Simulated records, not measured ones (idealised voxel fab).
process module | voxel air gaps
cross-section cut | 210 nm wide | cells 5 nm
A cross-section is a grid of square cells, given in bands from the top down. A band is one or more rows of cells.
Each band's line starts with the height of the band's top and of its bottom, in nm. Then come its materials from left to right, each with its width in nm. One material with "throughout" fills the band from edge to edge. "air" is empty space.
Height 0 is the level under which the wafer as received is all one material. The lowest band goes on downwards, as in "0 down".
A width such as "30 to 40" changes by the same amount from each row of cells to the next, from the band's top row to its bottom row.
"no change" after a step means that no cell of the cross-section changed.
closed voids: empty space of 8 cells or more with no open way to the top, each as width x height at its distance from the left edge, in nm
after a step's settings: what the simulator itself notes on the step
overlay nm, on a step with a mask: how far to the right of its planned place the mask lay; to the left if negative
plan
1 op RECEIVE | material Si
2 op CONFORMAL_DEP | material SiO2 | thk nm 10
3 op CONFORMAL_DEP | material SiN | thk nm 5
4 op DIRECTIONAL_DEP | material lowk | thk nm 35
5 op DIRECTIONAL_DEP | material aC | thk nm 15
6 op PATTERN | tone open | mask id LINES | material resist | width nm 15 | pitch nm 45 | thk nm 30 | overlay nm 0
7 op DIRECTIONAL_ETCH | etch materials aC | depth nm 15
8 op STRIP | etch materials resist
9 op DIRECTIONAL_ETCH | etch materials lowk | depth nm 35
10 op STRIP | etch materials aC
11 op CONFORMAL_DEP | material TiN | thk nm 5
12 op FILL_DEP | material Ru | thk nm 5
13 op CMP | height nm 50
14 op EPI | material Ru | thk nm 10
15 op SELECTIVE_ETCH | etch materials lowk | depth nm 45
16 op CONFORMAL_DEP | material SiCN | thk nm 5
first wafer, as planned
as received, after step 1
  0 down: Si throughout
  closed voids: none
after step 2
  10 to 0: SiO2 throughout
  below 0: unchanged
after step 3
  15 to 10: SiN throughout
  below 10: unchanged
after step 4
  50 to 15: lowk throughout
  below 15: unchanged
after step 5
  65 to 50: aC throughout
  below 50: unchanged
after step 6
  95 to 65: resist 30 | air 15 | resist 30 | air 15 | resist 30 | air 15 | resist 30 | air 15 | resist 30
  below 65: unchanged
after step 7
  80 to 65: resist 30 | air 15 | resist 30 | air 15 | resist 30 | air 15 | resist 30 | air 15 | resist 30
  65 to 50: aC 30 | air 15 | aC 30 | air 15 | aC 30 | air 15 | aC 30 | air 15 | aC 30
  below 50: unchanged
after step 8
  65 to 50: aC 30 | air 15 | aC 30 | air 15 | aC 30 | air 15 | aC 30 | air 15 | aC 30
  below 50: unchanged
after step 9
  65 to 50: aC 30 | air 15 | aC 30 | air 15 | aC 30 | air 15 | aC 30 | air 15 | aC 30
  50 to 15: lowk 30 | air 15 | lowk 30 | air 15 | lowk 30 | air 15 | lowk 30 | air 15 | lowk 30
  below 15: unchanged
after step 10
  50 to 15: lowk 30 | air 15 | lowk 30 | air 15 | lowk 30 | air 15 | lowk 30 | air 15 | lowk 30
  below 15: unchanged
after step 11
  55 to 50: TiN 35 | air 5 | TiN 40 | air 5 | TiN 40 | air 5 | TiN 40 | air 5 | TiN 35
  50 to 20: lowk 30 | TiN 5 | air 5 | TiN 5 | lowk 30 | TiN 5 | air 5 | TiN 5 | lowk 30 | TiN 5 | air 5 | TiN 5 | lowk 30 | TiN 5 | air 5 | TiN 5 | lowk 30
  20 to 15: lowk 30 | TiN 15 | lowk 30 | TiN 15 | lowk 30 | TiN 15 | lowk 30 | TiN 15 | lowk 30
  below 15: unchanged
after step 12
  60 to 55: Ru throughout
  55 to 50: TiN 35 | Ru 5 | TiN 40 | Ru 5 | TiN 40 | Ru 5 | TiN 40 | Ru 5 | TiN 35
  50 to 20: lowk 30 | TiN 5 | Ru 5 | TiN 5 | lowk 30 | TiN 5 | Ru 5 | TiN 5 | lowk 30 | TiN 5 | Ru 5 | TiN 5 | lowk 30 | TiN 5 | Ru 5 | TiN 5 | lowk 30
  below 20: unchanged
after step 13
  50 to 20: lowk 30 | TiN 5 | Ru 5 | TiN 5 | lowk 30 | TiN 5 | Ru 5 | TiN 5 | lowk 30 | TiN 5 | Ru 5 | TiN 5 | lowk 30 | TiN 5 | Ru 5 | TiN 5 | lowk 30
  below 20: unchanged
after step 14
  60 to 50: air 20 | Ru 35 | air 10 | Ru 35 | air 10 | Ru 35 | air 10 | Ru 35 | air 20
  below 50: unchanged
after step 15
  60 to 50: air 20 | Ru 35 | air 10 | Ru 35 | air 10 | Ru 35 | air 10 | Ru 35 | air 20
  50 to 20: air 30 | TiN 5 | Ru 5 | TiN 5 | air 30 | TiN 5 | Ru 5 | TiN 5 | air 30 | TiN 5 | Ru 5 | TiN 5 | air 30 | TiN 5 | Ru 5 | TiN 5 | air 30
  20 to 15: air 30 | TiN 15 | air 30 | TiN 15 | air 30 | TiN 15 | air 30 | TiN 15 | air 30
  below 15: unchanged
after step 16
  65 to 60: air 15 | SiCN 180 | air 15
  60 to 50: air 15 | SiCN 5 | Ru 35 | SiCN 10 | Ru 35 | SiCN 10 | Ru 35 | SiCN 10 | Ru 35 | SiCN 5 | air 15
  50 to 45: air 15 | SiCN 15 | TiN 5 | Ru 5 | TiN 5 | SiCN 30 | TiN 5 | Ru 5 | TiN 5 | SiCN 30 | TiN 5 | Ru 5 | TiN 5 | SiCN 30 | TiN 5 | Ru 5 | TiN 5 | SiCN 15 | air 15
  45 to 20: air 25 | SiCN 5 | TiN 5 | Ru 5 | TiN 5 | SiCN 5 | air 20 | SiCN 5 | TiN 5 | Ru 5 | TiN 5 | SiCN 5 | air 20 | SiCN 5 | TiN 5 | Ru 5 | TiN 5 | SiCN 5 | air 20 | SiCN 5 | TiN 5 | Ru 5 | TiN 5 | SiCN 5 | air 25
  20 to 15: SiCN 30 | TiN 15 | SiCN 30 | TiN 15 | SiCN 30 | TiN 15 | SiCN 30 | TiN 15 | SiCN 30
  below 15: unchanged
  closed voids: 20 x 25 at 50; 20 x 25 at 95; 20 x 25 at 140
second wafer: like start, like plan, one mistake. Through step 5 it matches the first wafer
when step 6 should have ended
  95 to 65: resist 20 | air 15 | resist 30 | air 15 | resist 30 | air 15 | resist 30 | air 15 | resist 40
  below 65: unchanged
when step 7 should have ended
  80 to 65: resist 20 | air 15 | resist 30 | air 15 | resist 30 | air 15 | resist 30 | air 15 | resist 40
  65 to 50: aC 20 | air 15 | aC 30 | air 15 | aC 30 | air 15 | aC 30 | air 15 | aC 40
  below 50: unchanged
when step 8 should have ended
  65 to 50: aC 20 | air 15 | aC 30 | air 15 | aC 30 | air 15 | aC 30 | air 15 | aC 40
  below 50: unchanged
when step 9 should have ended
  65 to 50: aC 20 | air 15 | aC 30 | air 15 | aC 30 | air 15 | aC 30 | air 15 | aC 40
  50 to 15: lowk 20 | air 15 | lowk 30 | air 15 | lowk 30 | air 15 | lowk 30 | air 15 | lowk 40
  below 15: unchanged
when step 10 should have ended
  50 to 15: lowk 20 | air 15 | lowk 30 | air 15 | lowk 30 | air 15 | lowk 30 | air 15 | lowk 40
  below 15: unchanged
when step 11 should have ended
  55 to 50: TiN 25 | air 5 | TiN 40 | air 5 | TiN 40 | air 5 | TiN 40 | air 5 | TiN 45
  50 to 20: lowk 20 | TiN 5 | air 5 | TiN 5 | lowk 30 | TiN 5 | air 5 | TiN 5 | lowk 30 | TiN 5 | air 5 | TiN 5 | lowk 30 | TiN 5 | air 5 | TiN 5 | lowk 40
  20 to 15: lowk 20 | TiN 15 | lowk 30 | TiN 15 | lowk 30 | TiN 15 | lowk 30 | TiN 15 | lowk 40
  below 15: unchanged
when step 12 should have ended
  60 to 55: Ru throughout
  55 to 50: TiN 25 | Ru 5 | TiN 40 | Ru 5 | TiN 40 | Ru 5 | TiN 40 | Ru 5 | TiN 45
  50 to 20: lowk 20 | TiN 5 | Ru 5 | TiN 5 | lowk 30 | TiN 5 | Ru 5 | TiN 5 | lowk 30 | TiN 5 | Ru 5 | TiN 5 | lowk 30 | TiN 5 | Ru 5 | TiN 5 | lowk 40
  below 20: unchanged
when step 13 should have ended
  50 to 20: lowk 20 | TiN 5 | Ru 5 | TiN 5 | lowk 30 | TiN 5 | Ru 5 | TiN 5 | lowk 30 | TiN 5 | Ru 5 | TiN 5 | lowk 30 | TiN 5 | Ru 5 | TiN 5 | lowk 40
  below 20: unchanged
when step 14 should have ended
  60 to 50: air 10 | Ru 35 | air 10 | Ru 35 | air 10 | Ru 35 | air 10 | Ru 35 | air 30
  below 50: unchanged
when step 15 should have ended
  60 to 50: air 10 | Ru 35 | air 10 | Ru 35 | air 10 | Ru 35 | air 10 | Ru 35 | air 30
  50 to 20: air 20 | TiN 5 | Ru 5 | TiN 5 | air 30 | TiN 5 | Ru 5 | TiN 5 | air 30 | TiN 5 | Ru 5 | TiN 5 | air 30 | TiN 5 | Ru 5 | TiN 5 | air 40
  20 to 15: air 20 | TiN 15 | air 30 | TiN 15 | air 30 | TiN 15 | air 30 | TiN 15 | air 40
  below 15: unchanged
when step 16 should have ended
  65 to 60: air 5 | SiCN 180 | air 25
  60 to 50: air 5 | SiCN 5 | Ru 35 | SiCN 10 | Ru 35 | SiCN 10 | Ru 35 | SiCN 10 | Ru 35 | SiCN 5 | air 25
  50 to 45: air 5 | SiCN 15 | TiN 5 | Ru 5 | TiN 5 | SiCN 30 | TiN 5 | Ru 5 | TiN 5 | SiCN 30 | TiN 5 | Ru 5 | TiN 5 | SiCN 30 | TiN 5 | Ru 5 | TiN 5 | SiCN 15 | air 25
  45 to 20: air 15 | SiCN 5 | TiN 5 | Ru 5 | TiN 5 | SiCN 5 | air 20 | SiCN 5 | TiN 5 | Ru 5 | TiN 5 | SiCN 5 | air 20 | SiCN 5 | TiN 5 | Ru 5 | TiN 5 | SiCN 5 | air 20 | SiCN 5 | TiN 5 | Ru 5 | TiN 5 | SiCN 5 | air 35
  20 to 15: SiCN 20 | TiN 15 | SiCN 30 | TiN 15 | SiCN 30 | TiN 15 | SiCN 30 | TiN 15 | SiCN 40
  below 15: unchanged
  closed voids: 20 x 25 at 40; 20 x 25 at 85; 20 x 25 at 130
what went wrong: step 6 ran as: op PATTERN | tone open | mask id LINES | material resist | width nm 15 | pitch nm 45 | thk nm 30 | overlay nm -10
at the end the second wafer has, in cells: as many of each material as the first, in other places
